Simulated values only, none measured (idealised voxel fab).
process module | voxel tone inversion
cross-section cut | 275 nm wide | cells 5 nm
A cross-section is a grid of square cells, given in bands from the top down. A band is one or more rows of cells.
Each band's line starts with the height of the band's top and of its bottom, in nm. Then come its materials from left to right, each with its width in nm. One material with "throughout" fills the band from edge to edge. "air" is empty space.
Height 0 is the level under which the wafer as received is all one material. The lowest band goes on downwards, as in "0 down".
A width such as "30 to 40" changes by the same amount from each row of cells to the next, from the band's top row to its bottom row.
"no change" after a step means that no cell of the cross-section changed.
closed voids: empty space of 8 cells or more with no open way to the top, each as width x height at its distance from the left edge, in nm
after a step's settings: what the simulator itself notes on the step
overlay nm, on a step with a mask: how far to the right of its planned place the mask lay; to the left if negative
plan
1 op RECEIVE | material Si
2 op CONFORMAL_DEP | material SiN | thk nm 10
3 op DIRECTIONAL_DEP | material polySi | thk nm 20
4 op PATTERN | tone cover | mask id POSTS | material resist | width nm 25 | pitch nm 40 | thk nm 30 | overlay nm 0
5 op DIRECTIONAL_ETCH | etch materials polySi | depth nm 20
6 op STRIP | etch materials resist
7 op FILL_DEP | material lowk | thk nm 5
8 op CMP | height nm 30
9 op STRIP | etch materials polySi
10 op CONFORMAL_DEP | material TiN | thk nm 5
11 op FILL_DEP | material Ru | thk nm 10
12 op CMP | height nm 30
13 op CONFORMAL_DEP | material SiN | thk nm 5
as received, after step 1
  0 down: Si throughout
  closed voids: none
first wafer at the end, as planned
  35 to 30: SiN throughout
  30 to 15: lowk 65 | TiN 5 | Ru 15 | TiN 5 | lowk 15 | TiN 5 | Ru 15 | TiN 5 | lowk 15 | TiN 5 | Ru 15 | TiN 5 | lowk 15 | TiN 5 | Ru 15 | TiN 5 | lowk 65
  15 to 10: lowk 65 | TiN 25 | lowk 15 | TiN 25 | lowk 15 | TiN 25 | lowk 15 | TiN 25 | lowk 65
  10 to 0: SiN throughout
  0 down: Si throughout
  closed voids: none
second wafer at the end: like start, like plan, one mistake
  35 to 30: SiN throughout
  30 to 15: lowk 70 | TiN 5 | Ru 15 | TiN 5 | lowk 15 | TiN 5 | Ru 15 | TiN 5 | lowk 15 | TiN 5 | Ru 15 | TiN 5 | lowk 15 | TiN 5 | Ru 15 | TiN 5 | lowk 60
  15 to 10: lowk 70 | TiN 25 | lowk 15 | TiN 25 | lowk 15 | TiN 25 | lowk 15 | TiN 25 | lowk 60
  10 to 0: SiN throughout
  0 down: Si throughout
  closed voids: none
what went wrong: step 4 ran as: op PATTERN | tone cover | mask id POSTS | material resist | width nm 25 | pitch nm 40 | thk nm 30 | overlay nm 5
at the end the second wafer has, in cells: as many of each material as the first, in other places
